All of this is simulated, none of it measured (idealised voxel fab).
A process module follows: voxel transistor to metal.
In the cross-section labelled cut, the width is 160 nm and each square cell is 5 nm.
Cross-section = grid of square cells, listed top down in bands; band = one or more rows.
Look at the band entry: it leads with the top's height and the bottom's height in nm. Then it lists the materials left to right, with a width in nm for each. The word "full width" on a single material says that material fills the band edge to edge. The word "empty" is empty space.
Below 0: as-received wafer, all one material; heights counted from there. Lowest band: no bottom, goes on down, written "top 0, no bottom".
A width such as "30 to 40" changes by the same amount from each row of cells to the next, from the band's top row to its bottom row.
Step note "left unchanged" = no cross-section cell changed.
Entry "Catalogued sealed voids". Content: empty spaces with no open connection to the top, size 8 cells or greater. Each: width x height at distance. Distance: from left edge. Unit: nm.
Read whatever lies past the settings on a step's line as the simulator's own remark about the step.
A step's line can hold "overlay nm"; with a mask on that step, the setting says how far right of the planned place the mask lay, while a negative setting says it lay to the left.
# The planned process steps are enumerated hereunder
1) op RECEIVE | material Si
2) op OXIDIZE | depth nm 5
3) op CONFORMAL_DEP | material SiN | thk nm 10
4) op MASKED_ETCH | tone cover | mask id ACTIVE | width nm 110 | etch materials SiN | depth nm 10 | overlay nm 0
5) op MASKED_ETCH | tone cover | mask id ACTIVE | width nm 110 | etch materials SiO2 | depth nm 5 | overlay nm 0
6) op MASKED_ETCH | tone cover | mask id ACTIVE | width nm 110 | etch materials Si | depth nm 35 | overlay nm 0
7) op FILL_DEP | material SiO2 | thk nm 15
8) op CMP | height nm 10
9) op SELECTIVE_ETCH | etch materials SiO2 | depth nm 5
10) op STRIP | etch materials SiN
11) op SELECTIVE_ETCH | etch materials SiO2 | depth nm 5
12) op OXIDIZE | depth nm 5
13) op DIRECTIONAL_DEP | material polySi | thk nm 30
14) op DIRECTIONAL_DEP | material SiCN | thk nm 15
15) op DIRECTIONAL_DEP | material aC | thk nm 15
16) op PATTERN | tone cover | mask id GATE | material resist | width nm 20 | thk nm 30 | overlay nm 0
17) op DIRECTIONAL_ETCH | etch materials aC | depth nm 15
18) op STRIP | etch materials resist
19) op DIRECTIONAL_ETCH | etch materials SiCN | depth nm 25
20) op DIRECTIONAL_ETCH | etch materials polySi | depth nm 40
21) op STRIP | etch materials aC
22) op CONFORMAL_DEP | material SiO2 | thk nm 5
23) op DIRECTIONAL_ETCH | etch materials SiO2 | depth nm 5
24) op CONFORMAL_DEP | material SiN | thk nm 5
25) op DIRECTIONAL_ETCH | etch materials SiN | depth nm 5
26) op DIRECTIONAL_ETCH | etch materials SiO2 | depth nm 5
27) op DIRECTIONAL_ETCH | etch materials Si | depth nm 10
28) op EPI | material SiGe | thk nm 15
29) op FILL_DEP | material SiO2 | thk nm 5
30) op CMP | height nm 40
31) op DIRECTIONAL_DEP | material SiO2 | thk nm 10
32) op DIRECTIONAL_DEP | material aC | thk nm 10
33) op PATTERN | tone open | mask id CONTACT | material resist | width nm 20 | pitch nm 70 | thk nm 30 | overlay nm 0
34) op DIRECTIONAL_ETCH | etch materials aC | depth nm 10
35) op STRIP | etch materials resist
36) op DIRECTIONAL_ETCH | etch materials SiO2 | depth nm 45
37) op STRIP | etch materials aC
38) op CONFORMAL_DEP | material TiN | thk nm 5
39) op FILL_DEP | material W | thk nm 10
40) op CMP | height nm 50
41) op CONFORMAL_DEP | material SiCN | thk nm 5
42) op DIRECTIONAL_DEP | material lowk | thk nm 15
43) op DIRECTIONAL_DEP | material aC | thk nm 15
44) op PATTERN | tone open | mask id METAL_1 | material resist | width nm 20 | pitch nm 70 | thk nm 35 | overlay nm 0
45) op DIRECTIONAL_ETCH | etch materials aC | depth nm 15
46) op STRIP | etch materials resist
47) op DIRECTIONAL_ETCH | etch materials lowk | depth nm 15
48) op DIRECTIONAL_ETCH | etch materials SiCN | depth nm 5
49) op STRIP | etch materials aC
50) op CONFORMAL_DEP | material TiN | thk nm 5
51) op FILL_DEP | material Cu | thk nm 5
52) op CMP | height nm 70
53) op CONFORMAL_DEP | material SiCN | thk nm 5
54) op DIRECTIONAL_DEP | material SiO2 | thk nm 30
55) op MASKED_ETCH | tone open | mask id METAL_2 | width nm 20 | pitch nm 70 | etch materials SiO2 | depth nm 20 | overlay nm 0
56) op PATTERN | tone open | mask id METAL_2_HOLES | material resist | width nm 15 | pitch nm 70 | thk nm 15 | overlay nm 0
57) op DIRECTIONAL_ETCH | etch materials SiO2 | depth nm 10
58) op DIRECTIONAL_ETCH | etch materials SiCN | depth nm 5
59) op STRIP | etch materials resist
60) op CONFORMAL_DEP | material TiN | thk nm 5
61) op FILL_DEP | material Cu | thk nm 5
62) op CMP | height nm 105
63) op CONFORMAL_DEP | material SiN | thk nm 5
# Cross-section of the incoming wafer, state after step 1
* top 0, no bottom | Si full width
* Catalogued sealed voids: none
# First wafer of two, sectioned at end of module; run went per plan
* top 110, bottom 105 | SiN full width
* top 105, bottom 90 | SiO2 35 | TiN 5 | Cu 10 | TiN 5 | SiO2 50 | TiN 5 | Cu 10 | TiN 5 | SiO2 35
* top 90, bottom 85 | SiO2 35 | TiN 5 | Cu 5 | TiN 10 | SiO2 50 | TiN 5 | Cu 5 | TiN 10 | SiO2 35
* top 85, bottom 75 | SiO2 35 | TiN 5 | Cu 5 | TiN 5 | SiO2 55 | TiN 5 | Cu 5 | TiN 5 | SiO2 40
* top 75, bottom 70 | SiCN 35 | TiN 15 | SiCN 55 | TiN 15 | SiCN 40
* top 70, bottom 55 | lowk 35 | TiN 5 | Cu 10 | TiN 5 | lowk 50 | TiN 5 | Cu 10 | TiN 5 | lowk 35
* top 55, bottom 50 | SiCN 35 | TiN 20 | SiCN 50 | TiN 20 | SiCN 35
* top 50, bottom 40 | SiO2 35 | TiN 5 | W 10 | TiN 5 | SiO2 50 | TiN 5 | W 10 | TiN 5 | SiO2 35
* top 40, bottom 25 | SiO2 35 | TiN 5 | W 10 | TiN 5 | SiO2 5 | SiN 5 | SiO2 5 | SiCN 20 | SiO2 5 | SiN 5 | SiO2 5 | TiN 5 | W 10 | TiN 5 | SiO2 35
* top 25, bottom 10 | SiO2 35 | TiN 5 | W 10 | TiN 5 | SiO2 5 | SiN 5 | SiO2 5 | polySi 20 | SiO2 5 | SiN 5 | SiO2 5 | TiN 5 | W 10 | TiN 5 | SiO2 35
* top 10, bottom 5 | SiO2 35 | TiN 20 | SiO2 5 | SiN 5 | SiO2 5 | polySi 20 | SiO2 5 | SiN 5 | SiO2 5 | TiN 20 | SiO2 35
* top 5, bottom 0 | SiO2 25 | SiGe 35 | SiN 5 | SiO2 5 | polySi 20 | SiO2 5 | SiN 5 | SiGe 35 | SiO2 25
* top 0, bottom -5 | SiO2 25 | SiN 5 | SiGe 30 | SiN 5 | SiO2 5 | polySi 20 | SiO2 5 | SiN 5 | SiGe 30 | SiN 5 | SiO2 25
* top -5, bottom -10 | SiO2 30 | SiGe 30 | SiO2 40 | SiGe 30 | SiO2 30
* top -10, bottom -20 | SiO2 25 | Si 5 | SiGe 30 | Si 40 | SiGe 30 | Si 5 | SiO2 25
* top -20, bottom -40 | SiO2 25 | Si 110 | SiO2 25
* top -40, no bottom | Si full width
* Catalogued sealed voids: none
# Wafer two cross-section, module end. Start and plan unchanged from wafer one; one mistake made during the run
* top 110, bottom 105 | SiN full width
* top 105, bottom 90 | SiO2 35 | TiN 5 | Cu 10 | TiN 5 | SiO2 50 | TiN 5 | Cu 10 | TiN 5 | SiO2 35
* top 90, bottom 85 | SiO2 35 | TiN 5 | Cu 5 | TiN 10 | SiO2 50 | TiN 5 | Cu 5 | TiN 10 | SiO2 35
* top 85, bottom 75 | SiO2 35 | TiN 5 | Cu 5 | TiN 5 | SiO2 55 | TiN 5 | Cu 5 | TiN 5 | SiO2 40
* top 75, bottom 70 | SiCN 35 | TiN 15 | SiCN 55 | TiN 15 | SiCN 40
* top 70, bottom 55 | lowk 35 | TiN 5 | Cu 10 | TiN 5 | lowk 50 | TiN 5 | Cu 10 | TiN 5 | lowk 35
* top 55, bottom 50 | SiCN 35 | TiN 20 | SiCN 50 | TiN 20 | SiCN 35
* top 50, bottom 40 | SiO2 35 | TiN 5 | W 10 | TiN 5 | SiO2 50 | TiN 5 | W 10 | TiN 5 | SiO2 35
* top 40, bottom 25 | SiO2 35 | TiN 5 | W 10 | TiN 5 | SiO2 5 | SiN 5 | SiO2 5 | SiCN 20 | SiO2 5 | SiN 5 | SiO2 5 | TiN 5 | W 10 | TiN 5 | SiO2 35
* top 25, bottom 10 | SiO2 35 | TiN 5 | W 10 | TiN 5 | SiO2 5 | SiN 5 | SiO2 5 | polySi 20 | SiO2 5 | SiN 5 | SiO2 5 | TiN 5 | W 10 | TiN 5 | SiO2 35
* top 10, bottom 5 | SiO2 35 | TiN 20 | SiO2 5 | SiN 5 | SiO2 5 | polySi 20 | SiO2 5 | SiN 5 | SiO2 5 | TiN 20 | SiO2 35
* top 5, bottom 0 | SiO2 25 | SiGe 35 | SiN 5 | SiO2 5 | polySi 20 | SiO2 5 | SiN 5 | SiGe 15 | SiO2 5 | SiGe 20 | SiO2 20
* top 0, bottom -5 | SiO2 25 | SiN 5 | SiGe 30 | SiN 5 | SiO2 5 | polySi 20 | SiO2 5 | SiN 5 | SiGe 15 | SiO2 5 | SiGe 15 | SiN 5 | SiO2 20
* top -5, bottom -10 | SiO2 30 | SiGe 30 | SiO2 40 | SiGe 35 | SiO2 25
* top -10, bottom -20 | SiO2 25 | Si 5 | SiGe 30 | Si 40 | SiGe 35 | Si 5 | SiO2 20
* top -20, bottom -40 | SiO2 25 | Si 115 | SiO2 20
* top -40, no bottom | Si full width
* Catalogued sealed voids: none
what went wrong: step 4 ran differently from the plan; actual operation with settings: op MASKED_ETCH | tone cover | mask id ACTIVE | width nm 115 | etch materials SiN | depth nm 10 | overlay nm 0
Final cells, second wafer relative to first, materials higher or lower: Si: 4 more | SiGe: 3 more | SiO2: 7 fewer
